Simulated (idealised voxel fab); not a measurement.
process module | voxel ribs on slabs
cross-section cut | 290 nm wide | cells 5 nm
A cross-section is a grid of square cells, given in bands from the top down. A band is one or more rows of cells.
Each band's line starts with the height of the band's top and of its bottom, in nm. Then come its materials from left to right, each with its width in nm. One material with "throughout" fills the band from edge to edge. "air" is empty space.
Height 0 is the level under which the wafer as received is all one material. The lowest band goes on downwards, as in "0 down".
A width such as "30 to 40" changes by the same amount from each row of cells to the next, from the band's top row to its bottom row.
"no change" after a step means that no cell of the cross-section changed.
closed voids: empty space of 8 cells or more with no open way to the top, each as width x height at its distance from the left edge, in nm
after a step's settings: what the simulator itself notes on the step
overlay nm, on a step with a mask: how far to the right of its planned place the mask lay; to the left if negative
plan
1 op RECEIVE | material Si
2 op DIRECTIONAL_DEP | material SiO2 | thk nm 20
3 op DIRECTIONAL_DEP | material polySi | thk nm 15
4 op DIRECTIONAL_DEP | material aC | thk nm 15
5 op PATTERN | tone cover | mask id RIB | material resist | width nm 15 | thk nm 30 | overlay nm 0
6 op DIRECTIONAL_ETCH | etch materials aC | depth nm 15
7 op STRIP | etch materials resist
8 op DIRECTIONAL_ETCH | etch materials polySi | depth nm 10
9 op STRIP | etch materials aC
10 op MASKED_ETCH | tone cover | mask id SLAB | width nm 35 | etch materials polySi | depth nm 5 | overlay nm 0
11 op FILL_DEP | material SiO2 | thk nm 25
12 op CMP | height nm 55
13 op DIRECTIONAL_DEP | material W | thk nm 10
14 op DIRECTIONAL_DEP | material aC | thk nm 15
15 op PATTERN | tone cover | mask id HEATER | material resist | width nm 25 | thk nm 30 | overlay nm 0
16 op DIRECTIONAL_ETCH | etch materials aC | depth nm 15
17 op STRIP | etch materials resist
18 op DIRECTIONAL_ETCH | etch materials W | depth nm 10
19 op STRIP | etch materials aC
20 op CONFORMAL_DEP | material SiN | thk nm 5
varied across the wafers: width nm of step 10. The plan shows the first wafer's value. All wafers start alike
first wafer as received, after step 1
  0 down: Si throughout
  closed voids: none
first wafer at the end, after step 20
  70 to 65: air 125 | SiN 35 | air 130
  65 to 60: air 125 | SiN 5 | W 25 | SiN 5 | air 130
  60 to 55: SiN 130 | W 25 | SiN 135
  55 to 35: SiO2 throughout
  35 to 25: SiO2 135 | polySi 15 | SiO2 140
  25 to 20: SiO2 125 | polySi 35 | SiO2 130
  20 to 0: SiO2 throughout
  0 down: Si throughout
  closed voids: none
last wafer at the end
  70 to 65: air 125 | SiN 35 | air 130
  65 to 60: air 125 | SiN 5 | W 25 | SiN 5 | air 130
  60 to 55: SiN 130 | W 25 | SiN 135
  55 to 35: SiO2 throughout
  35 to 25: SiO2 135 | polySi 15 | SiO2 140
  25 to 20: SiO2 115 | polySi 60 | SiO2 115
  20 to 0: SiO2 throughout
  0 down: Si throughout
  closed voids: none
each wafer at the end: cells of each material gained (+) or lost (-) since it was received, then its closed voids
width nm 35 | +62 SiN | +625 SiO2 | +10 W | +13 polySi | closed voids: none
width nm 40 | +62 SiN | +624 SiO2 | +10 W | +14 polySi | closed voids: none
width nm 45 | +62 SiN | +623 SiO2 | +10 W | +15 polySi | closed voids: none
width nm 50 | +62 SiN | +622 SiO2 | +10 W | +16 polySi | closed voids: none
width nm 55 | +62 SiN | +621 SiO2 | +10 W | +17 polySi | closed voids: none
width nm 60 | +62 SiN | +620 SiO2 | +10 W | +18 polySi | closed voids: none
